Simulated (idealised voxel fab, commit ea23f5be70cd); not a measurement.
Presented below is a process module, voxel self aligned vias.
The cross-section shown here is cut; it is 175 nm wide and divided into square cells measuring 5 nm on a side.
Throughout this document, each cross-section is represented as a grid of square cells and is presented as a sequence of bands enumerated from the top downward, where a band comprises one or more rows of cells.
First you get the band's top height and its bottom height, in nm, and then the materials it's made of, left to right, with each width in nm. If you see a single material with "all across", that one covers the band edge to edge. "empty" is empty space.
Below 0: as-received wafer, all one material; heights counted from there. Lowest band: no bottom, goes on down, written "0 -> down".
Read "30->40" as a graded width: first number on top, second number at the bottom, same change between each pair of neighbouring rows.
Step note "remained unchanged" = no cross-section cell changed.
"Unvented cavities" contains a list of empty spaces, each no smaller than 8 cells and without an open way to the top, written in the form width x height at distance with the distance from the left edge and all three in nm.
Formally, on a step line, whatever follows the settings is a remark that the simulator itself makes on the step.
What "overlay nm" on a step's line means: if the step has a mask, that mask lay this far to the right of its planned place, or, when the value is negative, to the left.

Here's what the planned process steps look like
1,op RECEIVE | material Si
2,op CONFORMAL_DEP | material SiO2 | thk nm 15
3,op CONFORMAL_DEP | material SiCN | thk nm 5
4,op DIRECTIONAL_DEP | material lowk | thk nm 20
5,op PATTERN | tone open | mask id LINES | material resist | width nm 20 | pitch nm 70 | thk nm 15 | overlay nm 0
6,op DIRECTIONAL_ETCH | etch materials lowk | depth nm 20
7,op STRIP | etch materials resist
8,op CONFORMAL_DEP | material TiN | thk nm 5
9,op FILL_DEP | material Ru | thk nm 10
10,op CMP | height nm 40
11,op SELECTIVE_ETCH | etch materials W Ru TiN | depth nm 5
12,op FILL_DEP | material SiN | thk nm 10
13,op CMP | height nm 40
14,op DIRECTIONAL_DEP | material lowk | thk nm 20
15,op PATTERN | tone open | mask id VIAS | material resist | width nm 40 | thk nm 20 | overlay nm 0
16,op DIRECTIONAL_ETCH | etch materials lowk | depth nm 20
17,op DIRECTIONAL_ETCH | etch materials SiN | depth nm 5
18,op STRIP | etch materials resist
19,op CONFORMAL_DEP | material TiN | thk nm 5
20,op FILL_DEP | material W | thk nm 5
21,op CMP | height nm 60
22,op CONFORMAL_DEP | material SiCN | thk nm 5

This is the cross-section of the wafer as we received it, i.e. after step 1
* 0 -> down | Si all across
* Unvented cavities: none

What the wafer looks like in cross-section after this module, when it starts as shown above and follows the plan above but one mistake is made in running it
* 65 -> 60 | SiCN all across
* 60 -> 40 | lowk=30  TiN=5  W=30  TiN=5  lowk=105
* 40 -> 35 | SiN=30  TiN=40  SiN=105
* 35 -> 20 | lowk=40  TiN=5  Ru=10  TiN=5  lowk=50  TiN=5  Ru=10  TiN=5  lowk=45
* 20 -> 15 | lowk=40  TiN=20  lowk=50  TiN=20  lowk=45
* 15 -> 0 | SiO2 all across
* 0 -> down | Si all across
* Unvented cavities: none
Processing error: the run left out plan step 3 entirely, so it was never executed
